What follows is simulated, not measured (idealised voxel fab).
process module | voxel gate over fins
cross-section cut | 195 nm wide | cells 5 nm
A cross-section is a grid of square cells, given in bands from the top down. A band is one or more rows of cells.
Each band's line starts with the height of the band's top and of its bottom, in nm. Then come its materials from left to right, each with its width in nm. One material with "throughout" fills the band from edge to edge. "air" is empty space.
Height 0 is the level under which the wafer as received is all one material. The lowest band goes on downwards, as in "0 down".
A width such as "30 to 40" changes by the same amount from each row of cells to the next, from the band's top row to its bottom row.
"no change" after a step means that no cell of the cross-section changed.
closed voids: empty space of 8 cells or more with no open way to the top, each as width x height at its distance from the left edge, in nm
after a step's settings: what the simulator itself notes on the step
overlay nm, on a step with a mask: how far to the right of its planned place the mask lay; to the left if negative
plan
1 op RECEIVE | material Si
2 op CONFORMAL_DEP | material SiN | thk nm 5
3 op PATTERN | tone cover | mask id FINS | material resist | width nm 15 | pitch nm 45 | thk nm 20 | overlay nm 0
4 op DIRECTIONAL_ETCH | etch materials SiN | depth nm 5
5 op DIRECTIONAL_ETCH | etch materials Si | depth nm 30
6 op STRIP | etch materials resist
7 op OXIDIZE | depth nm 5
8 op FILL_DEP | material SiO2 | thk nm 5
9 op CMP | height nm 5
10 op SELECTIVE_ETCH | etch materials SiO2 | depth nm 20
11 op STRIP | etch materials SiN
12 op CONFORMAL_DEP | material HfO2 | thk nm 5
13 op CONFORMAL_DEP | material TiN | thk nm 5
14 op FILL_DEP | material W | thk nm 10
15 op CMP | height nm 15
16 op CONFORMAL_DEP | material SiN | thk nm 10
first wafer, as planned
as received, after step 1
  0 down: Si throughout
  closed voids: none
after step 2
  5 to 0: SiN throughout
  below 0: unchanged
after step 3
  25 to 5: air 20 | resist 15 | air 30 | resist 15 | air 30 | resist 15 | air 30 | resist 15 | air 25
  below 5: unchanged
after step 4
  25 to 5: air 20 | resist 15 | air 30 | resist 15 | air 30 | resist 15 | air 30 | resist 15 | air 25
  5 to 0: air 20 | SiN 15 | air 30 | SiN 15 | air 30 | SiN 15 | air 30 | SiN 15 | air 25
  below 0: unchanged
after step 5
  25 to 5: air 20 | resist 15 | air 30 | resist 15 | air 30 | resist 15 | air 30 | resist 15 | air 25
  5 to 0: air 20 | SiN 15 | air 30 | SiN 15 | air 30 | SiN 15 | air 30 | SiN 15 | air 25
  0 to -30: air 20 | Si 15 | air 30 | Si 15 | air 30 | Si 15 | air 30 | Si 15 | air 25
  below -30: unchanged
after step 6
  5 to 0: air 20 | SiN 15 | air 30 | SiN 15 | air 30 | SiN 15 | air 30 | SiN 15 | air 25
  below 0: unchanged
after step 7
  5 to 0: air 20 | SiN 15 | air 30 | SiN 15 | air 30 | SiN 15 | air 30 | SiN 15 | air 25
  0 to -30: air 20 | SiO2 5 | Si 5 | SiO2 5 | air 30 | SiO2 5 | Si 5 | SiO2 5 | air 30 | SiO2 5 | Si 5 | SiO2 5 | air 30 | SiO2 5 | Si 5 | SiO2 5 | air 25
  -30 to -35: SiO2 25 | Si 5 | SiO2 40 | Si 5 | SiO2 40 | Si 5 | SiO2 40 | Si 5 | SiO2 30
  below -35: unchanged
after step 8
  10 to 5: SiO2 throughout
  5 to 0: SiO2 20 | SiN 15 | SiO2 30 | SiN 15 | SiO2 30 | SiN 15 | SiO2 30 | SiN 15 | SiO2 25
  0 to -35: SiO2 25 | Si 5 | SiO2 40 | Si 5 | SiO2 40 | Si 5 | SiO2 40 | Si 5 | SiO2 30
  below -35: unchanged
after step 9
  5 to 0: SiO2 20 | SiN 15 | SiO2 30 | SiN 15 | SiO2 30 | SiN 15 | SiO2 30 | SiN 15 | SiO2 25
  below 0: unchanged
after step 10
  5 to 0: air 20 | SiN 15 | air 30 | SiN 15 | air 30 | SiN 15 | air 30 | SiN 15 | air 25
  0 to -15: air 25 | Si 5 | air 40 | Si 5 | air 40 | Si 5 | air 40 | Si 5 | air 30
  below -15: unchanged
after step 11
  0 to -15: air 25 | Si 5 | air 40 | Si 5 | air 40 | Si 5 | air 40 | Si 5 | air 30
  below -15: unchanged
after step 12
  5 to 0: air 20 | HfO2 15 | air 30 | HfO2 15 | air 30 | HfO2 15 | air 30 | HfO2 15 | air 25
  0 to -10: air 20 | HfO2 5 | Si 5 | HfO2 5 | air 30 | HfO2 5 | Si 5 | HfO2 5 | air 30 | HfO2 5 | Si 5 | HfO2 5 | air 30 | HfO2 5 | Si 5 | HfO2 5 | air 25
  -10 to -15: HfO2 25 | Si 5 | HfO2 40 | Si 5 | HfO2 40 | Si 5 | HfO2 40 | Si 5 | HfO2 30
  below -15: unchanged
after step 13
  10 to 5: air 15 | TiN 25 | air 20 | TiN 25 | air 20 | TiN 25 | air 20 | TiN 25 | air 20
  5 to 0: air 15 | TiN 5 | HfO2 15 | TiN 5 | air 20 | TiN 5 | HfO2 15 | TiN 5 | air 20 | TiN 5 | HfO2 15 | TiN 5 | air 20 | TiN 5 | HfO2 15 | TiN 5 | air 20
  0 to -5: air 15 | TiN 5 | HfO2 5 | Si 5 | HfO2 5 | TiN 5 | air 20 | TiN 5 | HfO2 5 | Si 5 | HfO2 5 | TiN 5 | air 20 | TiN 5 | HfO2 5 | Si 5 | HfO2 5 | TiN 5 | air 20 | TiN 5 | HfO2 5 | Si 5 | HfO2 5 | TiN 5 | air 20
  -5 to -10: TiN 20 | HfO2 5 | Si 5 | HfO2 5 | TiN 30 | HfO2 5 | Si 5 | HfO2 5 | TiN 30 | HfO2 5 | Si 5 | HfO2 5 | TiN 30 | HfO2 5 | Si 5 | HfO2 5 | TiN 25
  below -10: unchanged
after step 14
  20 to 10: W throughout
  10 to 5: W 15 | TiN 25 | W 20 | TiN 25 | W 20 | TiN 25 | W 20 | TiN 25 | W 20
  5 to 0: W 15 | TiN 5 | HfO2 15 | TiN 5 | W 20 | TiN 5 | HfO2 15 | TiN 5 | W 20 | TiN 5 | HfO2 15 | TiN 5 | W 20 | TiN 5 | HfO2 15 | TiN 5 | W 20
  0 to -5: W 15 | TiN 5 | HfO2 5 | Si 5 | HfO2 5 | TiN 5 | W 20 | TiN 5 | HfO2 5 | Si 5 | HfO2 5 | TiN 5 | W 20 | TiN 5 | HfO2 5 | Si 5 | HfO2 5 | TiN 5 | W 20 | TiN 5 | HfO2 5 | Si 5 | HfO2 5 | TiN 5 | W 20
  below -5: unchanged
after step 15
  15 to 10: W throughout
  below 10: unchanged
after step 16
  25 to 15: SiN throughout
  below 15: unchanged
second wafer: like start, like plan, one mistake. Through step 11 it matches the first wafer
when step 12 should have ended: no change
when step 13 should have ended
  5 to 0: air 20 | TiN 15 | air 30 | TiN 15 | air 30 | TiN 15 | air 30 | TiN 15 | air 25
  0 to -10: air 20 | TiN 5 | Si 5 | TiN 5 | air 30 | TiN 5 | Si 5 | TiN 5 | air 30 | TiN 5 | Si 5 | TiN 5 | air 30 | TiN 5 | Si 5 | TiN 5 | air 25
  -10 to -15: TiN 25 | Si 5 | TiN 40 | Si 5 | TiN 40 | Si 5 | TiN 40 | Si 5 | TiN 30
  below -15: unchanged
when step 14 should have ended
  15 to 5: W throughout
  5 to 0: W 20 | TiN 15 | W 30 | TiN 15 | W 30 | TiN 15 | W 30 | TiN 15 | W 25
  0 to -10: W 20 | TiN 5 | Si 5 | TiN 5 | W 30 | TiN 5 | Si 5 | TiN 5 | W 30 | TiN 5 | Si 5 | TiN 5 | W 30 | TiN 5 | Si 5 | TiN 5 | W 25
  below -10: unchanged
when step 15 should have ended: no change
when step 16 should have ended
  25 to 15: SiN throughout
  below 15: unchanged
what went wrong: step 12 was left out
at the end the second wafer has, in cells: 63 fewer of HfO2 | 63 more of W
